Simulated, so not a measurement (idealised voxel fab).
process module | voxel wiring stack
FYI the section here is cut, 200 nm wide, cells are 5 nm squares.
Throughout this document, each cross-section is represented as a grid of square cells and is presented as a sequence of bands enumerated from the top downward, where a band comprises one or more rows of cells. Band: top height; bottom height; in nm. Then, left to right: material with width in nm, for each material. "all across": a single material spanning edge to edge. "blank": empty space. We count height from 0. Below that, the starting wafer is all one material. The lowest band never ends at the bottom but goes on down; see "0 and below" for how that is written. Per-row width for "30 to 40": begins at first number (top row of band), ends at second number (bottom row), increment between rows held constant. Where the words "stayed the same" appear for a step, the cross-section shows no cell changed by that step; every cell remained as before. Enclosed voids (no open way to top), threshold 8 cells or more, entry "Enclosed empty spaces", notation width x height at distance, distance from left edge, nm. Anything after a step's settings on that line? It's the simulator's own note about the step. The setting "overlay nm" may be written on the line of a step. When the step uses a mask, the value reports how far to the right of the planned place the mask lay, and a negative value reports that it lay to the left. From here on the document is pairs. In a pair, the cross-section before one process step comes with the cross-section after it, and the latter goes no deeper than the lowest band that changed. What lies in between, the step and its settings, is written under the pair. A pair may be from a different run of this module on the same starting wafer than the pair above it, so it continues from that pair only where its entry headed "Pre-step condition" says so.
## Pre-step condition
> 105 down to 85 | SiO2: 55; blank: 15; SiO2: 45; blank: 15; SiO2: 70
> 85 down to 80 | SiCN all across
> 80 down to 65 | lowk: 40; SiCN: 5; W: 30; SiCN: 5; lowk: 20; SiCN: 5; W: 30; SiCN: 5; lowk: 60
> 65 down to 60 | SiCN: 45; TiN: 30; SiCN: 30; TiN: 30; SiCN: 65
> 60 down to 40 | lowk: 55; TiN: 5; Cu: 5; TiN: 5; lowk: 45; TiN: 5; Cu: 5; TiN: 5; lowk: 70
> 40 down to 35 | SiCN: 55; TiN: 15; SiCN: 45; TiN: 15; SiCN: 70
> 35 down to 20 | lowk: 55; Ru: 30; lowk: 30; Ru: 30; lowk: 55
> 20 down to 15 | lowk: 55; TiN: 30; lowk: 30; TiN: 30; lowk: 55
> 15 down to 0 | SiO2 all across
> 0 and below | Si all across
> Enclosed empty spaces: none
## Resultant Cross-Section
> 105 down to 85 | SiO2: 55; blank: 15; SiO2: 45; blank: 15; SiO2: 70
> 85 down to 80 | SiCN: 55; blank: 15; SiCN: 45; blank: 15; SiCN: 70
> Under the height 80 nothing was changed.
> Enclosed empty spaces: none
the step between: MASKED_ETCH,tone open,mask id PLUG_2,width nm 15,pitch nm 60,etch materials SiCN,depth nm 5,overlay nm 0
Pre-step condition: identical to the post-step cross-section of the immediately preceding pair.
## Resultant Cross-Section
> 105 down to 90 | SiO2: 55; blank: 15; SiO2: 45; blank: 15; SiO2: 70
> 90 down to 85 | SiO2: 55; Ru: 15; SiO2: 45; Ru: 15; SiO2: 70
> 85 down to 80 | SiCN: 55; Ru: 15; SiCN: 45; Ru: 15; SiCN: 70
> Under the height 80 nothing was changed.
> Enclosed empty spaces: none
the step between: EPI,material Ru,thk nm 10
Pre-step condition: identical to the post-step cross-section of the immediately preceding pair.
## Resultant Cross-Section
> 105 down to 100 | SiO2: 55; blank: 15; SiO2: 45; blank: 15; SiO2: 70
> 100 down to 85 | SiO2: 55; Ru: 15; SiO2: 45; Ru: 15; SiO2: 70
> Under the height 85 nothing was changed.
> Enclosed empty spaces: none
the step between: EPI,material Ru,thk nm 10
Pre-step condition: identical to the post-step cross-section of the immediately preceding pair.
## Resultant Cross-Section
> 105 down to 85 | SiO2: 55; Ru: 15; SiO2: 45; Ru: 15; SiO2: 70
> Under the height 85 nothing was changed.
> Enclosed empty spaces: none
the step between: EPI,material Ru,thk nm 5
Pre-step condition: identical to the post-step cross-section of the immediately preceding pair.
## Resultant Cross-Section
> 110 down to 105 | TiN all across
> Under the height 105 nothing was changed.
> Enclosed empty spaces: none
the step between: DIRECTIONAL_DEP,material TiN,thk nm 5
Pre-step condition: identical to the post-step cross-section of the immediately preceding pair.
## Resultant Cross-Section
> 135 down to 110 | W all across
> Under the height 110 nothing was changed.
> Enclosed empty spaces: none
the step between: DIRECTIONAL_DEP,material W,thk nm 25
Pre-step condition: identical to the post-step cross-section of the immediately preceding pair.
## Resultant Cross-Section
> 135 down to 110 | blank: 55; W: 30; blank: 30; W: 30; blank: 55
> Under the height 110 nothing was changed.
> Enclosed empty spaces: none
the step between: MASKED_ETCH,tone cover,mask id METAL_3,width nm 30,pitch nm 60,etch materials W,depth nm 25,overlay nm 0
Pre-step condition: identical to the post-step cross-section of the immediately preceding pair.
## Resultant Cross-Section
> 135 down to 110 | blank: 55; W: 30; blank: 30; W: 30; blank: 55
> 110 down to 105 | blank: 55; TiN: 30; blank: 30; TiN: 30; blank: 55
> Under the height 105 nothing was changed.
> Enclosed empty spaces: none
the step between: MASKED_ETCH,tone cover,mask id METAL_3,width nm 30,pitch nm 60,etch materials TiN,depth nm 5,overlay nm 0
Pre-step condition: identical to the post-step cross-section of the immediately preceding pair.
## Resultant Cross-Section
> 140 down to 135 | blank: 50; SiN: 40; blank: 20; SiN: 40; blank: 50
> 135 down to 110 | blank: 50; SiN: 5; W: 30; SiN: 5; blank: 20; SiN: 5; W: 30; SiN: 5; blank: 50
> 110 down to 105 | SiN: 55; TiN: 30; SiN: 30; TiN: 30; SiN: 55
> Under the height 105 nothing was changed.
> Enclosed empty spaces: none
the step between: CONFORMAL_DEP,material SiN,thk nm 5
Pre-step condition: identical to the post-step cross-section of the immediately preceding pair.
## Resultant Cross-Section
> 150 down to 140 | lowk all across
> 140 down to 135 | lowk: 50; SiN: 40; lowk: 20; SiN: 40; lowk: 50
> 135 down to 110 | lowk: 50; SiN: 5; W: 30; SiN: 5; lowk: 20; SiN: 5; W: 30; SiN: 5; lowk: 50
> Under the height 110 nothing was changed.
> Enclosed empty spaces: none
the step between: FILL_DEP,material lowk,thk nm 10
Pre-step condition: identical to the post-step cross-section of the immediately preceding pair.
## Resultant Cross-Section
> 135 down to 110 | lowk: 50; SiN: 5; W: 30; SiN: 5; lowk: 20; SiN: 5; W: 30; SiN: 5; lowk: 50
> Under the height 110 nothing was changed.
> Enclosed empty spaces: none
the step between: CMP,height nm 135
Pre-step condition: identical to the post-step cross-section of the immediately preceding pair.
## Resultant Cross-Section
> 140 down to 135 | SiN all across
> Under the height 135 nothing was changed.
> Enclosed empty spaces: none
the step between: CONFORMAL_DEP,material SiN,thk nm 5
## Pre-step condition
> 35 down to 20 | blank: 55; Ru: 30; blank: 30; Ru: 30; blank: 55
> 20 down to 15 | blank: 55; TiN: 30; blank: 30; TiN: 30; blank: 55
> 15 down to 0 | SiO2 all across
> 0 and below | Si all across
> Enclosed empty spaces: none
## Resultant Cross-Section
> 40 down to 35 | W all across
> 35 down to 20 | W: 55; Ru: 30; W: 30; Ru: 30; W: 55
> 20 down to 15 | W: 55; TiN: 30; W: 30; TiN: 30; W: 55
> Under the height 15 nothing was changed.
> Enclosed empty spaces: none
the step between: FILL_DEP,material W,thk nm 5
Pre-step condition: identical to the post-step cross-section of the immediately preceding pair.
## Resultant Cross-Section
> 35 down to 20 | W: 55; Ru: 30; W: 30; Ru: 30; W: 55
> Under the height 20 nothing was changed.
> Enclosed empty spaces: none
the step between: CMP,height nm 35
Pre-step condition: identical to the post-step cross-section of the immediately preceding pair.
## Resultant Cross-Section
> 40 down to 35 | SiCN all across
> Under the height 35 nothing was changed.
> Enclosed empty spaces: none
the step between: CONFORMAL_DEP,material SiCN,thk nm 5
Pre-step condition: identical to the post-step cross-section of the immediately preceding pair.
## Resultant Cross-Section
> 60 down to 40 | lowk all across
> Under the height 40 nothing was changed.
> Enclosed empty spaces: none
the step between: DIRECTIONAL_DEP,material lowk,thk nm 20
Pre-step condition: identical to the post-step cross-section of the immediately preceding pair.
## Resultant Cross-Section
> 75 down to 60 | resist: 55; blank: 15; resist: 45; blank: 15; resist: 70
> Under the height 60 nothing was changed.
> Enclosed empty spaces: none
the step between: PATTERN,tone open,mask id PLUG_1,material resist,width nm 15,pitch nm 60,thk nm 15,overlay nm 0
Pre-step condition: identical to the post-step cross-section of the immediately preceding pair.
## Resultant Cross-Section
> 75 down to 60 | resist: 55; blank: 15; resist: 45; blank: 15; resist: 70
> 60 down to 40 | lowk: 55; blank: 15; lowk: 45; blank: 15; lowk: 70
> Under the height 40 nothing was changed.
> Enclosed empty spaces: none
the step between: DIRECTIONAL_ETCH,etch materials lowk,depth nm 20
Pre-step condition: identical to the post-step cross-section of the immediately preceding pair.
## Resultant Cross-Section
> 75 down to 60 | resist: 55; blank: 15; resist: 45; blank: 15; resist: 70
> 60 down to 40 | lowk: 55; blank: 15; lowk: 45; blank: 15; lowk: 70
> 40 down to 35 | SiCN: 55; blank: 15; SiCN: 45; blank: 15; SiCN: 70
> Under the height 35 nothing was changed.
> Enclosed empty spaces: none
the step between: DIRECTIONAL_ETCH,etch materials SiCN,depth nm 5
Pre-step condition: identical to the post-step cross-section of the immediately preceding pair.
## Resultant Cross-Section
> 60 down to 40 | lowk: 55; blank: 15; lowk: 45; blank: 15; lowk: 70
> Under the height 40 nothing was changed.
> Enclosed empty spaces: none
the step between: STRIP,etch materials resist
Pre-step condition: identical to the post-step cross-section of the immediately preceding pair.
## Resultant Cross-Section
> 65 down to 60 | TiN: 60; blank: 5; TiN: 55; blank: 5; TiN: 75
> 60 down to 40 | lowk: 55; TiN: 5; blank: 5; TiN: 5; lowk: 45; TiN: 5; blank: 5; TiN: 5; lowk: 70
> 40 down to 35 | SiCN: 55; TiN: 15; SiCN: 45; TiN: 15; SiCN: 70
> Under the height 35 nothing was changed.
> Enclosed empty spaces: none
the step between: CONFORMAL_DEP,material TiN,thk nm 5
Pre-step condition: identical to the post-step cross-section of the immediately preceding pair.
## Resultant Cross-Section
> 70 down to 65 | Cu all across
> 65 down to 60 | TiN: 60; Cu: 5; TiN: 55; Cu: 5; TiN: 75
> 60 down to 40 | lowk: 55; TiN: 5; Cu: 5; TiN: 5; lowk: 45; TiN: 5; Cu: 5; TiN: 5; lowk: 70
> Under the height 40 nothing was changed.
> Enclosed empty spaces: none
the step between: FILL_DEP,material Cu,thk nm 5
Pre-step condition: identical to the post-step cross-section of the immediately preceding pair.
## Resultant Cross-Section
> 60 down to 40 | lowk: 55; TiN: 5; Cu: 5; TiN: 5; lowk: 45; TiN: 5; Cu: 5; TiN: 5; lowk: 70
> Under the height 40 nothing was changed.
> Enclosed empty spaces: none
the step between: CMP,height nm 60
Pre-step condition: identical to the post-step cross-section of the immediately preceding pair.
## Resultant Cross-Section
> 65 down to 60 | TiN all across
> Under the height 60 nothing was changed.
> Enclosed empty spaces: none
the step between: DIRECTIONAL_DEP,material TiN,thk nm 5
Pre-step condition: identical to the post-step cross-section of the immediately preceding pair.
## Resultant Cross-Section
> 80 down to 65 | W all across
> Under the height 65 nothing was changed.
> Enclosed empty spaces: none
the step between: DIRECTIONAL_DEP,material W,thk nm 15
Pre-step condition: identical to the post-step cross-section of the immediately preceding pair.
## Resultant Cross-Section
> 100 down to 80 | blank: 55; resist: 30; blank: 30; resist: 30; blank: 55
> Under the height 80 nothing was changed.
> Enclosed empty spaces: none
the step between: PATTERN,tone cover,mask id METAL_2,material resist,width nm 30,pitch nm 60,thk nm 20,overlay nm 0
Pre-step condition: identical to the post-step cross-section of the immediately preceding pair.
## Resultant Cross-Section
> 100 down to 80 | blank: 55; resist: 30; blank: 30; resist: 30; blank: 55
> 80 down to 65 | blank: 55; W: 30; blank: 30; W: 30; blank: 55
> Under the height 65 nothing was changed.
> Enclosed empty spaces: none
the step between: DIRECTIONAL_ETCH,etch materials W,depth nm 15
Pre-step condition: identical to the post-step cross-section of the immediately preceding pair.
## Resultant Cross-Section
> 100 down to 80 | blank: 55; resist: 30; blank: 30; resist: 30; blank: 55
> 80 down to 65 | blank: 55; W: 30; blank: 30; W: 30; blank: 55
> 65 down to 60 | blank: 55; TiN: 30; blank: 30; TiN: 30; blank: 55
> Under the height 60 nothing was changed.
> Enclosed empty spaces: none
the step between: DIRECTIONAL_ETCH,etch materials TiN,depth nm 5
Pre-step condition: identical to the post-step cross-section of the immediately preceding pair.
## Resultant Cross-Section
> 80 down to 65 | blank: 55; W: 30; blank: 30; W: 30; blank: 55
> Under the height 65 nothing was changed.
> Enclosed empty spaces: none
the step between: STRIP,etch materials resist
Pre-step condition: identical to the post-step cross-section of the immediately preceding pair.
## Resultant Cross-Section
> 85 down to 80 | blank: 50; SiCN: 40; blank: 20; SiCN: 40; blank: 50
> 80 down to 65 | blank: 50; SiCN: 5; W: 30; SiCN: 5; blank: 20; SiCN: 5; W: 30; SiCN: 5; blank: 50
> 65 down to 60 | SiCN: 55; TiN: 30; SiCN: 30; TiN: 30; SiCN: 55
> Under the height 60 nothing was changed.
> Enclosed empty spaces: none
the step between: CONFORMAL_DEP,material SiCN,thk nm 5
Pre-step condition: identical to the post-step cross-section of the immediately preceding pair.
## Resultant Cross-Section
> 95 down to 85 | lowk all across
> 85 down to 80 | lowk: 50; SiCN: 40; lowk: 20; SiCN: 40; lowk: 50
> 80 down to 65 | lowk: 50; SiCN: 5; W: 30; SiCN: 5; lowk: 20; SiCN: 5; W: 30; SiCN: 5; lowk: 50
> Under the height 65 nothing was changed.
> Enclosed empty spaces: none
the step between: FILL_DEP,material lowk,thk nm 10
Pre-step condition: identical to the post-step cross-section of the immediately preceding pair.
## Resultant Cross-Section
> 80 down to 65 | lowk: 50; SiCN: 5; W: 30; SiCN: 5; lowk: 20; SiCN: 5; W: 30; SiCN: 5; lowk: 50
> Under the height 65 nothing was changed.
> Enclosed empty spaces: none
the step between: CMP,height nm 80
Pre-step condition: identical to the post-step cross-section of the immediately preceding pair.
## Resultant Cross-Section
> 85 down to 80 | SiCN all across
> Under the height 80 nothing was changed.
> Enclosed empty spaces: none
the step between: CONFORMAL_DEP,material SiCN,thk nm 5
Pre-step condition: identical to the post-step cross-section of the immediately preceding pair.
## Resultant Cross-Section
> 105 down to 85 | SiO2 all across
> Under the height 85 nothing was changed.
> Enclosed empty spaces: none
the step between: DIRECTIONAL_DEP,material SiO2,thk nm 20
Pre-step condition: identical to the post-step cross-section of the immediately preceding pair.
## Resultant Cross-Section
> 105 down to 85 | SiO2: 55; blank: 15; SiO2: 45; blank: 15; SiO2: 70
> Under the height 85 nothing was changed.
> Enclosed empty spaces: none
the step between: MASKED_ETCH,tone open,mask id PLUG_2,width nm 15,pitch nm 60,etch materials SiO2,depth nm 20,overlay nm 0
Pre-step condition: identical to the post-step cross-section of the immediately preceding pair.
## Resultant Cross-Section
> 105 down to 85 | SiO2: 55; blank: 15; SiO2: 45; blank: 15; SiO2: 70
> 85 down to 80 | SiCN: 55; blank: 15; SiCN: 45; blank: 15; SiCN: 70
> Under the height 80 nothing was changed.
> Enclosed empty spaces: none
the step between: MASKED_ETCH,tone open,mask id PLUG_2,width nm 15,pitch nm 60,etch materials SiCN,depth nm 5,overlay nm 0
Pre-step condition: identical to the post-step cross-section of the immediately preceding pair.
## Resultant Cross-Section
> 105 down to 90 | SiO2: 55; blank: 15; SiO2: 45; blank: 15; SiO2: 70
> 90 down to 85 | SiO2: 55; Ru: 15; SiO2: 45; Ru: 15; SiO2: 70
> 85 down to 80 | SiCN: 55; Ru: 15; SiCN: 45; Ru: 15; SiCN: 70
> Under the height 80 nothing was changed.
> Enclosed empty spaces: none
the step between: EPI,material Ru,thk nm 10
Pre-step condition: identical to the post-step cross-section of the immediately preceding pair.
## Resultant Cross-Section
> 105 down to 100 | SiO2: 55; blank: 15; SiO2: 45; blank: 15; SiO2: 70
> 100 down to 85 | SiO2: 55; Ru: 15; SiO2: 45; Ru: 15; SiO2: 70
> Under the height 85 nothing was changed.
> Enclosed empty spaces: none
the step between: EPI,material Ru,thk nm 10
Pre-step condition: identical to the post-step cross-section of the immediately preceding pair.
## Resultant Cross-Section
> 105 down to 85 | SiO2: 55; Ru: 15; SiO2: 45; Ru: 15; SiO2: 70
> Under the height 85 nothing was changed.
> Enclosed empty spaces: none
the step between: EPI,material Ru,thk nm 5
Pre-step condition: identical to the post-step cross-section of the immediately preceding pair.
## Resultant Cross-Section
> 110 down to 105 | TiN all across
> Under the height 105 nothing was changed.
> Enclosed empty spaces: none
the step between: DIRECTIONAL_DEP,material TiN,thk nm 5
Pre-step condition: identical to the post-step cross-section of the immediately preceding pair.
## Resultant Cross-Section
> 135 down to 110 | W all across
> Under the height 110 nothing was changed.
> Enclosed empty spaces: none
the step between: DIRECTIONAL_DEP,material W,thk nm 25
Pre-step condition: identical to the post-step cross-section of the immediately preceding pair.
## Resultant Cross-Section
> 135 down to 110 | blank: 55; W: 30; blank: 30; W: 30; blank: 55
> Under the height 110 nothing was changed.
> Enclosed empty spaces: none
the step between: MASKED_ETCH,tone cover,mask id METAL_3,width nm 30,pitch nm 60,etch materials W,depth nm 25,overlay nm 0
Pre-step condition: identical to the post-step cross-section of the immediately preceding pair.
## Resultant Cross-Section
> 135 down to 110 | blank: 55; W: 30; blank: 30; W: 30; blank: 55
> 110 down to 105 | blank: 55; TiN: 30; blank: 30; TiN: 30; blank: 55
> Under the height 105 nothing was changed.
> Enclosed empty spaces: none
the step between: MASKED_ETCH,tone cover,mask id METAL_3,width nm 30,pitch nm 60,etch materials TiN,depth nm 5,overlay nm 0
Pre-step condition: identical to the post-step cross-section of the immediately preceding pair.
## Resultant Cross-Section
> 140 down to 135 | blank: 50; SiN: 40; blank: 20; SiN: 40; blank: 50
> 135 down to 110 | blank: 50; SiN: 5; W: 30; SiN: 5; blank: 20; SiN: 5; W: 30; SiN: 5; blank: 50
> 110 down to 105 | SiN: 55; TiN: 30; SiN: 30; TiN: 30; SiN: 55
> Under the height 105 nothing was changed.
> Enclosed empty spaces: none
the step between: CONFORMAL_DEP,material SiN,thk nm 5
Pre-step condition: identical to the post-step cross-section of the immediately preceding pair.
## Resultant Cross-Section
> 150 down to 140 | lowk all across
> 140 down to 135 | lowk: 50; SiN: 40; lowk: 20; SiN: 40; lowk: 50
> 135 down to 110 | lowk: 50; SiN: 5; W: 30; SiN: 5; lowk: 20; SiN: 5; W: 30; SiN: 5; lowk: 50
> Under the height 110 nothing was changed.
> Enclosed empty spaces: none
the step between: FILL_DEP,material lowk,thk nm 10
Pre-step condition: identical to the post-step cross-section of the immediately preceding pair.
## Resultant Cross-Section
> 135 down to 110 | lowk: 50; SiN: 5; W: 30; SiN: 5; lowk: 20; SiN: 5; W: 30; SiN: 5; lowk: 50
> Under the height 110 nothing was changed.
> Enclosed empty spaces: none
the step between: CMP,height nm 135
Pre-step condition: identical to the post-step cross-section of the immediately preceding pair.
## Resultant Cross-Section
> 140 down to 135 | SiN all across
> Under the height 135 nothing was changed.
> Enclosed empty spaces: none
the step between: CONFORMAL_DEP,material SiN,thk nm 5
## Pre-step condition
> 105 down to 85 | SiO2 all across
> 85 down to 80 | SiCN all across
> 80 down to 65 | lowk: 50; SiCN: 5; W: 30; SiCN: 5; lowk: 20; SiCN: 5; W: 30; SiCN: 5; lowk: 50
> 65 down to 60 | SiCN: 55; TiN: 30; SiCN: 30; TiN: 30; SiCN: 55
> 60 down to 40 | lowk: 55; TiN: 5; Cu: 5; TiN: 5; lowk: 45; TiN: 5; Cu: 5; TiN: 5; lowk: 70
> 40 down to 35 | SiCN: 55; TiN: 15; SiCN: 45; TiN: 15; SiCN: 70
> 35 down to 20 | lowk: 55; Ru: 30; lowk: 30; Ru: 30; lowk: 55
> 20 down to 15 | lowk: 55; TiN: 30; lowk: 30; TiN: 30; lowk: 55
> 15 down to 0 | SiO2 all across
> 0 and below | Si all across
> Enclosed empty spaces: none
## Resultant Cross-Section
> 105 down to 85 | blank: 55; SiO2: 15; blank: 45; SiO2: 15; blank: 70
> Under the height 85 nothing was changed.
> Enclosed empty spaces: none
the step between: MASKED_ETCH,tone cover,mask id PLUG_2,width nm 15,pitch nm 60,etch materials SiO2,depth nm 20,overlay nm 0
Pre-step condition: identical to the post-step cross-section of the immediately preceding pair.
## Resultant Cross-Section
> 110 down to 105 | blank: 55; TiN: 15; blank: 45; TiN: 15; blank: 70
> 105 down to 90 | blank: 55; SiO2: 15; blank: 45; SiO2: 15; blank: 70
> 90 down to 85 | TiN: 55; SiO2: 15; TiN: 45; SiO2: 15; TiN: 70
> Under the height 85 nothing was changed.
> Enclosed empty spaces: none
the step between: DIRECTIONAL_DEP,material TiN,thk nm 5
Pre-step condition: identical to the post-step cross-section of the immediately preceding pair.
## Resultant Cross-Section
> 135 down to 115 | blank: 55; W: 15; blank: 45; W: 15; blank: 70
> 115 down to 110 | W all across
> 110 down to 105 | W: 55; TiN: 15; W: 45; TiN: 15; W: 70
> 105 down to 90 | W: 55; SiO2: 15; W: 45; SiO2: 15; W: 70
> Under the height 90 nothing was changed.
> Enclosed empty spaces: none
the step between: DIRECTIONAL_DEP,material W,thk nm 25
Pre-step condition: identical to the post-step cross-section of the immediately preceding pair.
## Resultant Cross-Section
> 135 down to 115 | blank: 55; W: 15; blank: 45; W: 15; blank: 70
> 115 down to 110 | blank: 55; W: 30; blank: 30; W: 30; blank: 55
> 110 down to 105 | blank: 55; TiN: 15; W: 15; blank: 30; TiN: 15; W: 15; blank: 55
> 105 down to 90 | blank: 55; SiO2: 15; W: 15; blank: 30; SiO2: 15; W: 15; blank: 55
> Under the height 90 nothing was changed.
> Enclosed empty spaces: none
the step between: MASKED_ETCH,tone cover,mask id METAL_3,width nm 30,pitch nm 60,etch materials W,depth nm 25,overlay nm 0
Pre-step condition: identical to the post-step cross-section of the immediately preceding pair.
## Resultant Cross-Section
> 135 down to 115 | blank: 55; W: 15; blank: 45; W: 15; blank: 70
> 115 down to 110 | blank: 55; W: 30; blank: 30; W: 30; blank: 55
> 110 down to 105 | blank: 55; TiN: 15; W: 15; blank: 30; TiN: 15; W: 15; blank: 55
> 105 down to 90 | blank: 55; SiO2: 15; W: 15; blank: 30; SiO2: 15; W: 15; blank: 55
> 90 down to 85 | blank: 55; SiO2: 15; TiN: 15; blank: 30; SiO2: 15; TiN: 15; blank: 55
> Under the height 85 nothing was changed.
> Enclosed empty spaces: none
the step between: MASKED_ETCH,tone cover,mask id METAL_3,width nm 30,pitch nm 60,etch materials TiN,depth nm 5,overlay nm 0
Pre-step condition: identical to the post-step cross-section of the immediately preceding pair.
## Resultant Cross-Section
> 140 down to 135 | blank: 50; SiN: 25; blank: 35; SiN: 25; blank: 65
> 135 down to 120 | blank: 50; SiN: 5; W: 15; SiN: 5; blank: 35; SiN: 5; W: 15; SiN: 5; blank: 65
> 120 down to 110 | blank: 50; SiN: 5; W: 15 to 30; SiN: 20 to 5; blank: 20; SiN: 5; W: 15 to 30; SiN: 20 to 5; blank: 50
> 110 down to 105 | blank: 50; SiN: 5; TiN: 15; W: 15; SiN: 5; blank: 20; SiN: 5; TiN: 15; W: 15; SiN: 5; blank: 50
> 105 down to 90 | blank: 50; SiN: 5; SiO2: 15; W: 15; SiN: 5; blank: 20; SiN: 5; SiO2: 15; W: 15; SiN: 5; blank: 50
> 90 down to 85 | SiN: 55; SiO2: 15; TiN: 15; SiN: 30; SiO2: 15; TiN: 15; SiN: 55
> Under the height 85 nothing was changed.
> Enclosed empty spaces: none
the step between: CONFORMAL_DEP,material SiN,thk nm 5
Pre-step condition: identical to the post-step cross-section of the immediately preceding pair.
## Resultant Cross-Section
> 150 down to 140 | lowk all across
> 140 down to 135 | lowk: 50; SiN: 25; lowk: 35; SiN: 25; lowk: 65
> 135 down to 120 | lowk: 50; SiN: 5; W: 15; SiN: 5; lowk: 35; SiN: 5; W: 15; SiN: 5; lowk: 65
> 120 down to 110 | lowk: 50; SiN: 5; W: 15 to 30; SiN: 20 to 5; lowk: 20; SiN: 5; W: 15 to 30; SiN: 20 to 5; lowk: 50
> 110 down to 105 | lowk: 50; SiN: 5; TiN: 15; W: 15; SiN: 5; lowk: 20; SiN: 5; TiN: 15; W: 15; SiN: 5; lowk: 50
> 105 down to 90 | lowk: 50; SiN: 5; SiO2: 15; W: 15; SiN: 5; lowk: 20; SiN: 5; SiO2: 15; W: 15; SiN: 5; lowk: 50
> Under the height 90 nothing was changed.
> Enclosed empty spaces: none
the step between: FILL_DEP,material lowk,thk nm 10
Pre-step condition: identical to the post-step cross-section of the immediately preceding pair.
## Resultant Cross-Section
> 135 down to 120 | lowk: 50; SiN: 5; W: 15; SiN: 5; lowk: 35; SiN: 5; W: 15; SiN: 5; lowk: 65
> Under the height 120 nothing was changed.
> Enclosed empty spaces: none
the step between: CMP,height nm 135
Pre-step condition: identical to the post-step cross-section of the immediately preceding pair.
## Resultant Cross-Section
> 140 down to 135 | SiN all across
> Under the height 135 nothing was changed.
> Enclosed empty spaces: none
the step between: CONFORMAL_DEP,material SiN,thk nm 5
